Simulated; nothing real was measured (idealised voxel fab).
Proc. module: voxel tone inversion
The figure presents cross-section cut, which has a width of 210 nm and is divided into square cells with an edge length of 5 nm.
Throughout this document, each cross-section is represented as a grid of square cells and is presented as a sequence of bands enumerated from the top downward, where a band comprises one or more rows of cells.
First you get the band's top height and its bottom height, in nm, and then the materials it's made of, left to right, with each width in nm. If you see a single material with "edge to edge", that one covers the band edge to edge. "blank" is empty space.
Heights from 0 (as-received wafer is one material below). Bottom band endless downward, as "from 0 down".
It should be noted that a width expressed as "30..40" varies in equal increments from row to row of cells within the band, taking the value of the first number at the top row and that of the second number at the bottom row.
For the purposes of this document, the phrase "nothing altered" attached to a step denotes that no cell within the cross-section was modified by that step.
"closed voids" lists enclosed empty spaces (at least 8 cells, no open path upward to the top), each as width x height at distance from the left edge, in nm.
Whatever follows a step's settings on its line is a remark the simulator itself makes about that step.
Steps that use a mask can have "overlay nm" on their line. It says how far the mask sat to the right of where it was meant to be. Negative means to the left.

The planned process steps are enumerated hereunder
| 1 | RECEIVE with material Si |
| 2 | CONFORMAL_DEP with material SiCN, thk nm 5 |
| 3 | DIRECTIONAL_DEP with material aC, thk nm 20 |
| 4 | PATTERN with tone cover, mask id POSTS, material resist, width nm 15, pitch nm 45, thk nm 30, overlay nm -15 |
| 5 | DIRECTIONAL_ETCH with etch materials aC, depth nm 20 |
| 6 | STRIP with etch materials resist |
| 7 | FILL_DEP with material SiO2, thk nm 5 |
| 8 | CMP with height nm 25 |
| 9 | STRIP with etch materials aC |
For this document, wafers share an identical start and vary in the step 4 overlay nm; the plan quotes the first wafer's value.

Cross-section of the first of several wafers as received (after step 1)
* from 0 down = Si edge to edge
* closed voids: none

Wafer cross-section (first of several) - module end, post step 9 (last step)
* from 25 to 5 = SiO2=60 | blank=15 | SiO2=30 | blank=15 | SiO2=90
* from 5 to 0 = SiCN edge to edge
* from 0 down = Si edge to edge
* closed voids: none

Sectional view of the last wafer upon completion of the module
* from 25 to 5 = SiO2=90 | blank=15 | SiO2=30 | blank=15 | SiO2=60
* from 5 to 0 = SiCN edge to edge
* from 0 down = Si edge to edge
* closed voids: none

Rows = wafers. At module end, each row lists per material the cells gained (+) or lost (-) since the wafer was received, then the closed voids
overlay nm -15; +42 SiCN; +144 SiO2; closed voids: none
overlay nm -10; +42 SiCN; +144 SiO2; closed voids: none
overlay nm -5; +42 SiCN; +144 SiO2; closed voids: none
overlay nm 0; +42 SiCN; +144 SiO2; closed voids: none
overlay nm 5; +42 SiCN; +144 SiO2; closed voids: none
overlay nm 10; +42 SiCN; +144 SiO2; closed voids: none
overlay nm 15; +42 SiCN; +144 SiO2; closed voids: none
